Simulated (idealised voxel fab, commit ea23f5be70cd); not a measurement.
The following is a process module called voxel wiring stack.
170 nm wide, 5 nm square cells: that's cross-section cut.
If you're reading a cross-section in this doc, picture square cells in a grid; it comes to you as bands, top ones listed first down to the bottom, and a band can be one or more rows of cells. Top, bottom (nm), then materials left to right with widths (nm); lone material tagged "edge to edge" fills the whole band edge to edge; "blank" = empty space. A quick word on heights: they are counted from 0, and under that level the wafer as it came to us is one material throughout. The lowest band is different from the rest in having no bottom; it simply continues downward, written as in "0 nm and below". A width such as "30->40" changes by the same amount from each row of cells to the next, from the band's top row to its bottom row. Step note "nothing was modified" = no cross-section cell changed. Reported under the label "Trapped cavities" are the empty spaces having no open way to the top and comprising 8 cells or more; the notation for each is width x height at distance, in which the distance is measured from the left edge and all three values are in nm. Text after the settings on a step's line: the simulator's own remark on that step. The optional step-line setting "overlay nm" applies to steps with a mask and quantifies how far to the right of its planned location the mask lay, a negative value indicating leftward placement. So the way this works: pairs, before and after one process step. The after picture only goes down to the lowest band that actually changed, nothing below. Step and its settings are under each pair. And watch out, pairs might come from different runs of this module, same starting wafer though, so a pair only follows on from the one above if its "Incoming structure" entry tells you so.
## Incoming structure
- 95 nm to 80 nm | lowk (30)  blank (25)  lowk (15)  blank (25)  lowk (15)  blank (25)  lowk (35)
- 80 nm to 70 nm | lowk edge to edge
- 70 nm to 65 nm | SiCN edge to edge
- 65 nm to 55 nm | SiO2 (30)  TiN (5)  Cu (15)  TiN (5)  SiO2 (15)  TiN (5)  Cu (15)  TiN (5)  SiO2 (15)  TiN (5)  Cu (15)  TiN (5)  SiO2 (35)
- 55 nm to 50 nm | SiO2 (30)  TiN (5)  Cu (5)  TiN (15)  SiO2 (15)  TiN (25)  SiO2 (15)  TiN (5)  Cu (5)  TiN (15)  SiO2 (35)
- 50 nm to 40 nm | SiO2 (30)  TiN (5)  Cu (5)  TiN (5)  SiO2 (65)  TiN (5)  Cu (5)  TiN (5)  SiO2 (45)
- 40 nm to 35 nm | SiCN (30)  TiN (15)  SiCN (65)  TiN (15)  SiCN (45)
- 35 nm to 25 nm | SiO2 (25)  SiN (5)  W (25)  SiN (5)  SiO2 (5)  SiN (5)  W (25)  SiN (5)  SiO2 (5)  SiN (5)  W (25)  SiN (5)  SiO2 (30)
- 25 nm to 20 nm | SiN (30)  W (25)  SiN (15)  W (25)  SiN (15)  W (25)  SiN (35)
- 20 nm to 5 nm | SiO2 edge to edge
- 5 nm to 0 nm | TiN edge to edge
- 0 nm and below | Si edge to edge
- Trapped cavities: none
## Post-Step Cross-Section
- 95 nm to 80 nm | lowk (30)  blank (25)  lowk (15)  blank (25)  lowk (15)  blank (25)  lowk (35)
- 80 nm to 70 nm | lowk (30)  blank (15)  lowk (25)  blank (15)  lowk (25)  blank (15)  lowk (45)
- Note: structure below 70 unchanged.
- Trapped cavities: none
Which step turns the before cross-section above into the after cross-section? MASKED_ETCH | tone open | mask id METAL_3_HOLES | width nm 15 | pitch nm 40 | etch materials lowk | depth nm 10 | overlay nm 0
Incoming structure: It is represented by the cross-section appearing after the step of the pair directly above.
## Post-Step Cross-Section
- 95 nm to 80 nm | lowk (30)  blank (25)  lowk (15)  blank (25)  lowk (15)  blank (25)  lowk (35)
- 80 nm to 70 nm | lowk (30)  blank (15)  lowk (25)  blank (15)  lowk (25)  blank (15)  lowk (45)
- 70 nm to 65 nm | SiCN (30)  blank (15)  SiCN (25)  blank (15)  SiCN (25)  blank (15)  SiCN (45)
- Note: structure below 65 unchanged.
- Trapped cavities: none
Which step turns the before cross-section above into the after cross-section? MASKED_ETCH | tone open | mask id METAL_3_HOLES | width nm 15 | pitch nm 40 | etch materials SiCN | depth nm 5 | overlay nm 0
Incoming structure: It is represented by the cross-section appearing after the step of the pair directly above.
## Post-Step Cross-Section
- 100 nm to 95 nm | TiN (35)  blank (15)  TiN (25)  blank (15)  TiN (25)  blank (15)  TiN (40)
- 95 nm to 85 nm | lowk (30)  TiN (5)  blank (15)  TiN (5)  lowk (15)  TiN (5)  blank (15)  TiN (5)  lowk (15)  TiN (5)  blank (15)  TiN (5)  lowk (35)
- 85 nm to 80 nm | lowk (30)  TiN (5)  blank (5)  TiN (15)  lowk (15)  TiN (5)  blank (5)  TiN (15)  lowk (15)  TiN (5)  blank (5)  TiN (15)  lowk (35)
- 80 nm to 70 nm | lowk (30)  TiN (5)  blank (5)  TiN (5)  lowk (25)  TiN (5)  blank (5)  TiN (5)  lowk (25)  TiN (5)  blank (5)  TiN (5)  lowk (45)
- 70 nm to 65 nm | SiCN (30)  TiN (15)  SiCN (25)  TiN (15)  SiCN (25)  TiN (15)  SiCN (45)
- Note: structure below 65 unchanged.
- Trapped cavities: none
Which step turns the before cross-section above into the after cross-section? CONFORMAL_DEP | material TiN | thk nm 5
Incoming structure: It is represented by the cross-section appearing after the step of the pair directly above.
## Post-Step Cross-Section
- 110 nm to 100 nm | Cu edge to edge
- 100 nm to 95 nm | TiN (35)  Cu (15)  TiN (25)  Cu (15)  TiN (25)  Cu (15)  TiN (40)
- 95 nm to 85 nm | lowk (30)  TiN (5)  Cu (15)  TiN (5)  lowk (15)  TiN (5)  Cu (15)  TiN (5)  lowk (15)  TiN (5)  Cu (15)  TiN (5)  lowk (35)
- 85 nm to 80 nm | lowk (30)  TiN (5)  Cu (5)  TiN (15)  lowk (15)  TiN (5)  Cu (5)  TiN (15)  lowk (15)  TiN (5)  Cu (5)  TiN (15)  lowk (35)
- 80 nm to 70 nm | lowk (30)  TiN (5)  Cu (5)  TiN (5)  lowk (25)  TiN (5)  Cu (5)  TiN (5)  lowk (25)  TiN (5)  Cu (5)  TiN (5)  lowk (45)
- Note: structure below 70 unchanged.
- Trapped cavities: none
Which step turns the before cross-section above into the after cross-section? FILL_DEP | material Cu | thk nm 10
Incoming structure: It is represented by the cross-section appearing after the step of the pair directly above.
## Post-Step Cross-Section
- 95 nm to 85 nm | lowk (30)  TiN (5)  Cu (15)  TiN (5)  lowk (15)  TiN (5)  Cu (15)  TiN (5)  lowk (15)  TiN (5)  Cu (15)  TiN (5)  lowk (35)
- Note: structure below 85 unchanged.
- Trapped cavities: none
Which step turns the before cross-section above into the after cross-section? CMP | height nm 95
Incoming structure: It is represented by the cross-section appearing after the step of the pair directly above.
## Post-Step Cross-Section
- 100 nm to 95 nm | SiN edge to edge
- Note: structure below 95 unchanged.
- Trapped cavities: none
Which step turns the before cross-section above into the after cross-section? CONFORMAL_DEP | material SiN | thk nm 5
## Incoming structure
- 95 nm to 85 nm | lowk (30)  TiN (5)  Cu (15)  TiN (5)  lowk (15)  TiN (5)  Cu (15)  TiN (5)  lowk (15)  TiN (5)  Cu (15)  TiN (5)  lowk (35)
- 85 nm to 80 nm | lowk (30)  TiN (5)  Cu (5)  TiN (15)  lowk (15)  TiN (5)  Cu (5)  TiN (15)  lowk (15)  TiN (5)  Cu (5)  TiN (15)  lowk (35)
- 80 nm to 70 nm | lowk (30)  TiN (5)  Cu (5)  TiN (5)  lowk (25)  TiN (5)  Cu (5)  TiN (5)  lowk (25)  TiN (5)  Cu (5)  TiN (5)  lowk (45)
- 70 nm to 65 nm | SiCN (30)  TiN (15)  SiCN (25)  TiN (15)  SiCN (25)  TiN (15)  SiCN (45)
- 65 nm to 55 nm | SiO2 (30)  TiN (5)  Cu (15)  TiN (5)  SiO2 (15)  TiN (5)  Cu (15)  TiN (5)  SiO2 (15)  TiN (5)  Cu (15)  TiN (5)  SiO2 (35)
- 55 nm to 50 nm | SiO2 (30)  TiN (5)  Cu (5)  TiN (15)  SiO2 (15)  TiN (25)  SiO2 (15)  TiN (5)  Cu (5)  TiN (15)  SiO2 (35)
- 50 nm to 40 nm | SiO2 (30)  TiN (5)  Cu (5)  TiN (5)  SiO2 (65)  TiN (5)  Cu (5)  TiN (5)  SiO2 (45)
- 40 nm to 35 nm | SiCN (30)  TiN (15)  SiCN (65)  TiN (15)  SiCN (45)
- 35 nm to 20 nm | SiO2 (25)  SiN (5)  W (25)  SiN (5)  SiO2 (5)  SiN (5)  W (25)  SiN (5)  SiO2 (5)  SiN (5)  W (25)  SiN (5)  SiO2 (30)
- 20 nm to 15 nm | SiN (30)  TiN (25)  SiN (15)  TiN (25)  SiN (15)  TiN (25)  SiN (35)
- 15 nm to 0 nm | SiO2 edge to edge
- 0 nm and below | Si edge to edge
- Trapped cavities: none
## Post-Step Cross-Section
- 110 nm to 95 nm | SiN edge to edge
- Note: structure below 95 unchanged.
- Trapped cavities: none
Which step turns the before cross-section above into the after cross-section? CONFORMAL_DEP | material SiN | thk nm 15
## Incoming structure
- 95 nm to 80 nm | lowk (30)  blank (25)  lowk (15)  blank (25)  lowk (15)  blank (25)  lowk (35)
- 80 nm to 70 nm | lowk edge to edge
- 70 nm to 65 nm | SiCN edge to edge
- 65 nm to 55 nm | SiO2 (30)  TiN (5)  Cu (15)  TiN (5)  SiO2 (15)  TiN (5)  Cu (15)  TiN (5)  SiO2 (15)  TiN (5)  Cu (15)  TiN (5)  SiO2 (35)
- 55 nm to 50 nm | SiO2 (30)  TiN (5)  Cu (5)  TiN (15)  SiO2 (15)  TiN (25)  SiO2 (15)  TiN (5)  Cu (5)  TiN (15)  SiO2 (35)
- 50 nm to 40 nm | SiO2 (30)  TiN (5)  Cu (5)  TiN (5)  SiO2 (65)  TiN (5)  Cu (5)  TiN (5)  SiO2 (45)
- 40 nm to 35 nm | SiCN (30)  TiN (15)  SiCN (65)  TiN (15)  SiCN (45)
- 35 nm to 20 nm | SiO2 (25)  SiN (5)  W (25)  SiN (5)  SiO2 (5)  SiN (5)  W (25)  SiN (5)  SiO2 (5)  SiN (5)  W (25)  SiN (5)  SiO2 (30)
- 20 nm to 15 nm | SiN (30)  TiN (25)  SiN (15)  TiN (25)  SiN (15)  TiN (25)  SiN (35)
- 15 nm to 0 nm | SiO2 edge to edge
- 0 nm and below | Si edge to edge
- Trapped cavities: none
## Post-Step Cross-Section
- 95 nm to 85 nm | lowk (25)  blank (30)  lowk (10)  blank (30)  lowk (10)  blank (30)  lowk (35)
- 85 nm to 80 nm | lowk (30)  blank (25)  lowk (15)  blank (25)  lowk (15)  blank (25)  lowk (35)
- 80 nm to 70 nm | lowk (30)  blank (20)  lowk (20)  blank (20)  lowk (20)  blank (20)  lowk (40)
- Note: structure below 70 unchanged.
- Trapped cavities: none
Which step turns the before cross-section above into the after cross-section? MASKED_ETCH | tone open | mask id METAL_3_HOLES | width nm 25 | pitch nm 40 | etch materials lowk | depth nm 10 | overlay nm 0
Incoming structure: It is represented by the cross-section appearing after the step of the pair directly above.
## Post-Step Cross-Section
- 95 nm to 85 nm | lowk (25)  blank (30)  lowk (10)  blank (30)  lowk (10)  blank (30)  lowk (35)
- 85 nm to 80 nm | lowk (30)  blank (25)  lowk (15)  blank (25)  lowk (15)  blank (25)  lowk (35)
- 80 nm to 70 nm | lowk (30)  blank (20)  lowk (20)  blank (20)  lowk (20)  blank (20)  lowk (40)
- 70 nm to 65 nm | SiCN (30)  blank (15)  SiCN (25)  blank (15)  SiCN (25)  blank (15)  SiCN (45)
- Note: structure below 65 unchanged.
- Trapped cavities: none
Which step turns the before cross-section above into the after cross-section? MASKED_ETCH | tone open | mask id METAL_3_HOLES | width nm 15 | pitch nm 40 | etch materials SiCN | depth nm 5 | overlay nm 0
Incoming structure: It is represented by the cross-section appearing after the step of the pair directly above.
## Post-Step Cross-Section
- 100 nm to 95 nm | TiN (30)  blank (20)  TiN (20)  blank (20)  TiN (20)  blank (20)  TiN (40)
- 95 nm to 85 nm | lowk (25)  TiN (5->10)  blank (20->15)  TiN (5)  lowk (10)  TiN (5->10)  blank (20->15)  TiN (5)  lowk (10)  TiN (5->10)  blank (20->15)  TiN (5)  lowk (35)
- 85 nm to 75 nm | lowk (30)  TiN (5)  blank (10)  TiN (10->5)  lowk (15->20)  TiN (5)  blank (10)  TiN (10->5)  lowk (15->20)  TiN (5)  blank (10)  TiN (10->5)  lowk (35->40)
- 75 nm to 70 nm | lowk (30)  TiN (5)  blank (5)  TiN (10)  lowk (20)  TiN (5)  blank (5)  TiN (10)  lowk (20)  TiN (5)  blank (5)  TiN (10)  lowk (40)
- 70 nm to 65 nm | SiCN (30)  TiN (15)  SiCN (25)  TiN (15)  SiCN (25)  TiN (15)  SiCN (45)
- Note: structure below 65 unchanged.
- Trapped cavities: none
Which step turns the before cross-section above into the after cross-section? CONFORMAL_DEP | material TiN | thk nm 5
Incoming structure: It is represented by the cross-section appearing after the step of the pair directly above.
## Post-Step Cross-Section
- 110 nm to 100 nm | Cu edge to edge
- 100 nm to 95 nm | TiN (30)  Cu (20)  TiN (20)  Cu (20)  TiN (20)  Cu (20)  TiN (40)
- 95 nm to 85 nm | lowk (25)  TiN (5->10)  Cu (20->15)  TiN (5)  lowk (10)  TiN (5->10)  Cu (20->15)  TiN (5)  lowk (10)  TiN (5->10)  Cu (20->15)  TiN (5)  lowk (35)
- 85 nm to 75 nm | lowk (30)  TiN (5)  Cu (10)  TiN (10->5)  lowk (15->20)  TiN (5)  Cu (10)  TiN (10->5)  lowk (15->20)  TiN (5)  Cu (10)  TiN (10->5)  lowk (35->40)
- 75 nm to 70 nm | lowk (30)  TiN (5)  Cu (5)  TiN (10)  lowk (20)  TiN (5)  Cu (5)  TiN (10)  lowk (20)  TiN (5)  Cu (5)  TiN (10)  lowk (40)
- Note: structure below 70 unchanged.
- Trapped cavities: none
Which step turns the before cross-section above into the after cross-section? FILL_DEP | material Cu | thk nm 10
Incoming structure: It is represented by the cross-section appearing after the step of the pair directly above.
## Post-Step Cross-Section
- 95 nm to 85 nm | lowk (25)  TiN (5->10)  Cu (20->15)  TiN (5)  lowk (10)  TiN (5->10)  Cu (20->15)  TiN (5)  lowk (10)  TiN (5->10)  Cu (20->15)  TiN (5)  lowk (35)
- Note: structure below 85 unchanged.
- Trapped cavities: none
Which step turns the before cross-section above into the after cross-section? CMP | height nm 95
Incoming structure: It is represented by the cross-section appearing after the step of the pair directly above.
## Post-Step Cross-Section
- 100 nm to 95 nm | SiN edge to edge
- Note: structure below 95 unchanged.
- Trapped cavities: none
Which step turns the before cross-section above into the after cross-section? CONFORMAL_DEP | material SiN | thk nm 5
## Incoming structure
- 50 nm to 35 nm | aC edge to edge
- 35 nm to 20 nm | W edge to edge
- 20 nm to 15 nm | TiN edge to edge
- 15 nm to 0 nm | SiO2 edge to edge
- 0 nm and below | Si edge to edge
- Trapped cavities: none
## Post-Step Cross-Section
- 85 nm to 50 nm | blank (35)  resist (25)  blank (15)  resist (25)  blank (15)  resist (25)  blank (30)
- Note: structure below 50 unchanged.
- Trapped cavities: none
Which step turns the before cross-section above into the after cross-section? PATTERN | tone cover | mask id METAL_1 | material resist | width nm 25 | pitch nm 40 | thk nm 35 | overlay nm 5
Incoming structure: It is represented by the cross-section appearing after the step of the pair directly above.
## Post-Step Cross-Section
- 70 nm to 50 nm | blank (35)  resist (25)  blank (15)  resist (25)  blank (15)  resist (25)  blank (30)
- 50 nm to 35 nm | blank (35)  aC (25)  blank (15)  aC (25)  blank (15)  aC (25)  blank (30)
- Note: structure below 35 unchanged.
- Trapped cavities: none
Which step turns the before cross-section above into the after cross-section? DIRECTIONAL_ETCH | etch materials aC | depth nm 15
Incoming structure: It is represented by the cross-section appearing after the step of the pair directly above.
## Post-Step Cross-Section
- 50 nm to 35 nm | blank (35)  aC (25)  blank (15)  aC (25)  blank (15)  aC (25)  blank (30)
- Note: structure below 35 unchanged.
- Trapped cavities: none
Which step turns the before cross-section above into the after cross-section? STRIP | etch materials resist
Incoming structure: It is represented by the cross-section appearing after the step of the pair directly above.
## Post-Step Cross-Section
- 50 nm to 35 nm | blank (35)  aC (25)  blank (15)  aC (25)  blank (15)  aC (25)  blank (30)
- 35 nm to 20 nm | blank (35)  W (25)  blank (15)  W (25)  blank (15)  W (25)  blank (30)
- Note: structure below 20 unchanged.
- Trapped cavities: none
Which step turns the before cross-section above into the after cross-section? DIRECTIONAL_ETCH | etch materials W | depth nm 15
Incoming structure: It is represented by the cross-section appearing after the step of the pair directly above.
## Post-Step Cross-Section
- 50 nm to 35 nm | blank (35)  aC (25)  blank (15)  aC (25)  blank (15)  aC (25)  blank (30)
- 35 nm to 20 nm | blank (35)  W (25)  blank (15)  W (25)  blank (15)  W (25)  blank (30)
- 20 nm to 15 nm | blank (35)  TiN (25)  blank (15)  TiN (25)  blank (15)  TiN (25)  blank (30)
- Note: structure below 15 unchanged.
- Trapped cavities: none
Which step turns the before cross-section above into the after cross-section? DIRECTIONAL_ETCH | etch materials TiN | depth nm 5
Incoming structure: It is represented by the cross-section appearing after the step of the pair directly above.
## Post-Step Cross-Section
- 35 nm to 20 nm | blank (35)  W (25)  blank (15)  W (25)  blank (15)  W (25)  blank (30)
- Note: structure below 20 unchanged.
- Trapped cavities: none
Which step turns the before cross-section above into the after cross-section? STRIP | etch materials aC
Incoming structure: It is represented by the cross-section appearing after the step of the pair directly above.
## Post-Step Cross-Section
- 40 nm to 35 nm | blank (30)  SiN (35)  blank (5)  SiN (35)  blank (5)  SiN (35)  blank (25)
- 35 nm to 20 nm | blank (30)  SiN (5)  W (25)  SiN (5)  blank (5)  SiN (5)  W (25)  SiN (5)  blank (5)  SiN (5)  W (25)  SiN (5)  blank (25)
- 20 nm to 15 nm | SiN (35)  TiN (25)  SiN (15)  TiN (25)  SiN (15)  TiN (25)  SiN (30)
- Note: structure below 15 unchanged.
- Trapped cavities: none
Which step turns the before cross-section above into the after cross-section? CONFORMAL_DEP | material SiN | thk nm 5
Incoming structure: It is represented by the cross-section appearing after the step of the pair directly above.
## Post-Step Cross-Section
- 45 nm to 40 nm | SiO2 edge to edge
- 40 nm to 35 nm | SiO2 (30)  SiN (35)  SiO2 (5)  SiN (35)  SiO2 (5)  SiN (35)  SiO2 (25)
- 35 nm to 20 nm | SiO2 (30)  SiN (5)  W (25)  SiN (5)  SiO2 (5)  SiN (5)  W (25)  SiN (5)  SiO2 (5)  SiN (5)  W (25)  SiN (5)  SiO2 (25)
- Note: structure below 20 unchanged.
- Trapped cavities: none
Which step turns the before cross-section above into the after cross-section? FILL_DEP | material SiO2 | thk nm 5
Incoming structure: It is represented by the cross-section appearing after the step of the pair directly above.
## Post-Step Cross-Section
- 35 nm to 20 nm | SiO2 (30)  SiN (5)  W (25)  SiN (5)  SiO2 (5)  SiN (5)  W (25)  SiN (5)  SiO2 (5)  SiN (5)  W (25)  SiN (5)  SiO2 (25)
- Note: structure below 20 unchanged.
- Trapped cavities: none
Which step turns the before cross-section above into the after cross-section? CMP | height nm 35
Incoming structure: It is represented by the cross-section appearing after the step of the pair directly above.
## Post-Step Cross-Section
- 40 nm to 35 nm | SiCN edge to edge
- Note: structure below 35 unchanged.
- Trapped cavities: none
Which step turns the before cross-section above into the after cross-section? CONFORMAL_DEP | material SiCN | thk nm 5
Incoming structure: It is represented by the cross-section appearing after the step of the pair directly above.
## Post-Step Cross-Section
- 65 nm to 40 nm | SiO2 edge to edge
- Note: structure below 40 unchanged.
- Trapped cavities: none
Which step turns the before cross-section above into the after cross-section? DIRECTIONAL_DEP | material SiO2 | thk nm 25
Incoming structure: It is represented by the cross-section appearing after the step of the pair directly above.
## Post-Step Cross-Section
- 80 nm to 65 nm | aC edge to edge
- Note: structure below 65 unchanged.
- Trapped cavities: none
Which step turns the before cross-section above into the after cross-section? DIRECTIONAL_DEP | material aC | thk nm 15
Incoming structure: It is represented by the cross-section appearing after the step of the pair directly above.
## Post-Step Cross-Section
- 110 nm to 80 nm | resist (30)  blank (25)  resist (15)  blank (25)  resist (15)  blank (25)  resist (35)
- Note: structure below 80 unchanged.
- Trapped cavities: none
Which step turns the before cross-section above into the after cross-section? PATTERN | tone open | mask id METAL_2 | material resist | width nm 25 | pitch nm 40 | thk nm 30 | overlay nm 0
Incoming structure: It is represented by the cross-section appearing after the step of the pair directly above.
## Post-Step Cross-Section
- 95 nm to 80 nm | resist (30)  blank (25)  resist (15)  blank (25)  resist (15)  blank (25)  resist (35)
- 80 nm to 65 nm | aC (30)  blank (25)  aC (15)  blank (25)  aC (15)  blank (25)  aC (35)
- Note: structure below 65 unchanged.
- Trapped cavities: none
Which step turns the before cross-section above into the after cross-section? DIRECTIONAL_ETCH | etch materials aC | depth nm 15
Incoming structure: It is represented by the cross-section appearing after the step of the pair directly above.
## Post-Step Cross-Section
- 80 nm to 65 nm | aC (30)  blank (25)  aC (15)  blank (25)  aC (15)  blank (25)  aC (35)
- Note: structure below 65 unchanged.
- Trapped cavities: none
Which step turns the before cross-section above into the after cross-section? STRIP | etch materials resist
Incoming structure: It is represented by the cross-section appearing after the step of the pair directly above.
## Post-Step Cross-Section
- 80 nm to 65 nm | aC (30)  blank (25)  aC (15)  blank (25)  aC (15)  blank (25)  aC (35)
- 65 nm to 50 nm | SiO2 (30)  blank (25)  SiO2 (15)  blank (25)  SiO2 (15)  blank (25)  SiO2 (35)
- Note: structure below 50 unchanged.
- Trapped cavities: none
Which step turns the before cross-section above into the after cross-section? DIRECTIONAL_ETCH | etch materials SiO2 | depth nm 15
Incoming structure: It is represented by the cross-section appearing after the step of the pair directly above.
## Post-Step Cross-Section
- 65 nm to 50 nm | SiO2 (30)  blank (25)  SiO2 (15)  blank (25)  SiO2 (15)  blank (25)  SiO2 (35)
- Note: structure below 50 unchanged.
- Trapped cavities: none
Which step turns the before cross-section above into the after cross-section? STRIP | etch materials aC
Incoming structure: It is represented by the cross-section appearing after the step of the pair directly above.
## Post-Step Cross-Section
- 75 nm to 65 nm | aC (30)  blank (25)  aC (15)  blank (25)  aC (15)  blank (25)  aC (35)
- 65 nm to 60 nm | SiO2 (30)  blank (25)  SiO2 (15)  blank (25)  SiO2 (15)  blank (25)  SiO2 (35)
- 60 nm to 50 nm | SiO2 (30)  aC (25)  SiO2 (15)  aC (25)  SiO2 (15)  aC (25)  SiO2 (35)
- Note: structure below 50 unchanged.
- Trapped cavities: none
Which step turns the before cross-section above into the after cross-section? DIRECTIONAL_DEP | material aC | thk nm 10
Incoming structure: It is represented by the cross-section appearing after the step of the pair directly above.
## Post-Step Cross-Section
- 105 nm to 75 nm | resist (30)  blank (15)  resist (65)  blank (15)  resist (45)
- 75 nm to 65 nm | aC (30)  blank (15)  resist (10)  aC (15)  resist (25)  aC (15)  blank (15)  resist (10)  aC (35)
- 65 nm to 60 nm | SiO2 (30)  blank (15)  resist (10)  SiO2 (15)  resist (25)  SiO2 (15)  blank (15)  resist (10)  SiO2 (35)
- Note: structure below 60 unchanged.
- Trapped cavities: none
Which step turns the before cross-section above into the after cross-section? PATTERN | tone open | mask id METAL_2_HOLES | material resist | width nm 15 | pitch nm 80 | thk nm 30 | overlay nm 0
Incoming structure: It is represented by the cross-section appearing after the step of the pair directly above.
## Post-Step Cross-Section
- 95 nm to 75 nm | resist (30)  blank (15)  resist (65)  blank (15)  resist (45)
- 75 nm to 65 nm | aC (30)  blank (15)  resist (10)  aC (15)  resist (25)  aC (15)  blank (15)  resist (10)  aC (35)
- 65 nm to 60 nm | SiO2 (30)  blank (15)  resist (10)  SiO2 (15)  resist (25)  SiO2 (15)  blank (15)  resist (10)  SiO2 (35)
- 60 nm to 50 nm | SiO2 (30)  blank (15)  aC (10)  SiO2 (15)  aC (25)  SiO2 (15)  blank (15)  aC (10)  SiO2 (35)
- Note: structure below 50 unchanged.
- Trapped cavities: none
Which step turns the before cross-section above into the after cross-section? DIRECTIONAL_ETCH | etch materials aC | depth nm 10
Incoming structure: It is represented by the cross-section appearing after the step of the pair directly above.
## Post-Step Cross-Section
- 75 nm to 65 nm | aC (30)  blank (25)  aC (15)  blank (25)  aC (15)  blank (25)  aC (35)
- 65 nm to 60 nm | SiO2 (30)  blank (25)  SiO2 (15)  blank (25)  SiO2 (15)  blank (25)  SiO2 (35)
- Note: structure below 60 unchanged.
- Trapped cavities: none
Which step turns the before cross-section above into the after cross-section? STRIP | etch materials resist
Incoming structure: It is represented by the cross-section appearing after the step of the pair directly above.
## Post-Step Cross-Section
- 75 nm to 65 nm | aC (30)  blank (25)  aC (15)  blank (25)  aC (15)  blank (25)  aC (35)
- 65 nm to 60 nm | SiO2 (30)  blank (25)  SiO2 (15)  blank (25)  SiO2 (15)  blank (25)  SiO2 (35)
- 60 nm to 50 nm | SiO2 (30)  blank (15)  aC (10)  SiO2 (15)  aC (25)  SiO2 (15)  blank (15)  aC (10)  SiO2 (35)
- 50 nm to 40 nm | SiO2 (30)  blank (15)  SiO2 (65)  blank (15)  SiO2 (45)
- Note: structure below 40 unchanged.
- Trapped cavities: none
Which step turns the before cross-section above into the after cross-section? DIRECTIONAL_ETCH | etch materials SiO2 | depth nm 10
Incoming structure: It is represented by the cross-section appearing after the step of the pair directly above.
## Post-Step Cross-Section
- 75 nm to 65 nm | aC (30)  blank (25)  aC (15)  blank (25)  aC (15)  blank (25)  aC (35)
- 65 nm to 60 nm | SiO2 (30)  blank (25)  SiO2 (15)  blank (25)  SiO2 (15)  blank (25)  SiO2 (35)
- 60 nm to 50 nm | SiO2 (30)  blank (15)  aC (10)  SiO2 (15)  aC (25)  SiO2 (15)  blank (15)  aC (10)  SiO2 (35)
- 50 nm to 40 nm | SiO2 (30)  blank (15)  SiO2 (65)  blank (15)  SiO2 (45)
- 40 nm to 35 nm | SiCN (30)  blank (15)  SiCN (65)  blank (15)  SiCN (45)
- Note: structure below 35 unchanged.
- Trapped cavities: none
Which step turns the before cross-section above into the after cross-section? DIRECTIONAL_ETCH | etch materials SiCN | depth nm 5
Incoming structure: It is represented by the cross-section appearing after the step of the pair directly above.
## Post-Step Cross-Section
- 65 nm to 50 nm | SiO2 (30)  blank (25)  SiO2 (15)  blank (25)  SiO2 (15)  blank (25)  SiO2 (35)
- Note: structure below 50 unchanged.
- Trapped cavities: none
Which step turns the before cross-section above into the after cross-section? STRIP | etch materials aC
Incoming structure: It is represented by the cross-section appearing after the step of the pair directly above.
## Post-Step Cross-Section
- 70 nm to 65 nm | TiN (35)  blank (15)  TiN (25)  blank (15)  TiN (25)  blank (15)  TiN (40)
- 65 nm to 55 nm | SiO2 (30)  TiN (5)  blank (15)  TiN (5)  SiO2 (15)  TiN (5)  blank (15)  TiN (5)  SiO2 (15)  TiN (5)  blank (15)  TiN (5)  SiO2 (35)
- 55 nm to 50 nm | SiO2 (30)  TiN (5)  blank (5)  TiN (15)  SiO2 (15)  TiN (25)  SiO2 (15)  TiN (5)  blank (5)  TiN (15)  SiO2 (35)
- 50 nm to 40 nm | SiO2 (30)  TiN (5)  blank (5)  TiN (5)  SiO2 (65)  TiN (5)  blank (5)  TiN (5)  SiO2 (45)
- 40 nm to 35 nm | SiCN (30)  TiN (15)  SiCN (65)  TiN (15)  SiCN (45)
- Note: structure below 35 unchanged.
- Trapped cavities: none
Which step turns the before cross-section above into the after cross-section? CONFORMAL_DEP | material TiN | thk nm 5
Incoming structure: It is represented by the cross-section appearing after the step of the pair directly above.
## Post-Step Cross-Section
- 75 nm to 70 nm | Cu edge to edge
- 70 nm to 65 nm | TiN (35)  Cu (15)  TiN (25)  Cu (15)  TiN (25)  Cu (15)  TiN (40)
- 65 nm to 55 nm | SiO2 (30)  TiN (5)  Cu (15)  TiN (5)  SiO2 (15)  TiN (5)  Cu (15)  TiN (5)  SiO2 (15)  TiN (5)  Cu (15)  TiN (5)  SiO2 (35)
- 55 nm to 50 nm | SiO2 (30)  TiN (5)  Cu (5)  TiN (15)  SiO2 (15)  TiN (25)  SiO2 (15)  TiN (5)  Cu (5)  TiN (15)  SiO2 (35)
- 50 nm to 40 nm | SiO2 (30)  TiN (5)  Cu (5)  TiN (5)  SiO2 (65)  TiN (5)  Cu (5)  TiN (5)  SiO2 (45)
- Note: structure below 40 unchanged.
- Trapped cavities: none
Which step turns the before cross-section above into the after cross-section? FILL_DEP | material Cu | thk nm 5
Incoming structure: It is represented by the cross-section appearing after the step of the pair directly above.
## Post-Step Cross-Section
- 65 nm to 55 nm | SiO2 (30)  TiN (5)  Cu (15)  TiN (5)  SiO2 (15)  TiN (5)  Cu (15)  TiN (5)  SiO2 (15)  TiN (5)  Cu (15)  TiN (5)  SiO2 (35)
- Note: structure below 55 unchanged.
- Trapped cavities: none
Which step turns the before cross-section above into the after cross-section? CMP | height nm 65
Incoming structure: It is represented by the cross-section appearing after the step of the pair directly above.
## Post-Step Cross-Section
- 70 nm to 65 nm | SiCN edge to edge
- Note: structure below 65 unchanged.
- Trapped cavities: none
Which step turns the before cross-section above into the after cross-section? CONFORMAL_DEP | material SiCN | thk nm 5
Incoming structure: It is represented by the cross-section appearing after the step of the pair directly above.
## Post-Step Cross-Section
- 95 nm to 70 nm | lowk edge to edge
- Note: structure below 70 unchanged.
- Trapped cavities: none
Which step turns the before cross-section above into the after cross-section? DIRECTIONAL_DEP | material lowk | thk nm 25
Incoming structure: It is represented by the cross-section appearing after the step of the pair directly above.
## Post-Step Cross-Section
- 95 nm to 80 nm | lowk (30)  blank (25)  lowk (15)  blank (25)  lowk (15)  blank (25)  lowk (35)
- Note: structure below 80 unchanged.
- Trapped cavities: none
Which step turns the before cross-section above into the after cross-section? MASKED_ETCH | tone open | mask id METAL_3 | width nm 25 | pitch nm 40 | etch materials lowk | depth nm 15 | overlay nm 0
Incoming structure: It is represented by the cross-section appearing after the step of the pair directly above.
## Post-Step Cross-Section
- 95 nm to 80 nm | lowk (30)  blank (25)  lowk (15)  blank (25)  lowk (15)  blank (25)  lowk (35)
- 80 nm to 70 nm | lowk (30)  blank (15)  lowk (25)  blank (15)  lowk (25)  blank (15)  lowk (45)
- Note: structure below 70 unchanged.
- Trapped cavities: none
Which step turns the before cross-section above into the after cross-section? MASKED_ETCH | tone open | mask id METAL_3_HOLES | width nm 15 | pitch nm 40 | etch materials lowk | depth nm 10 | overlay nm 0
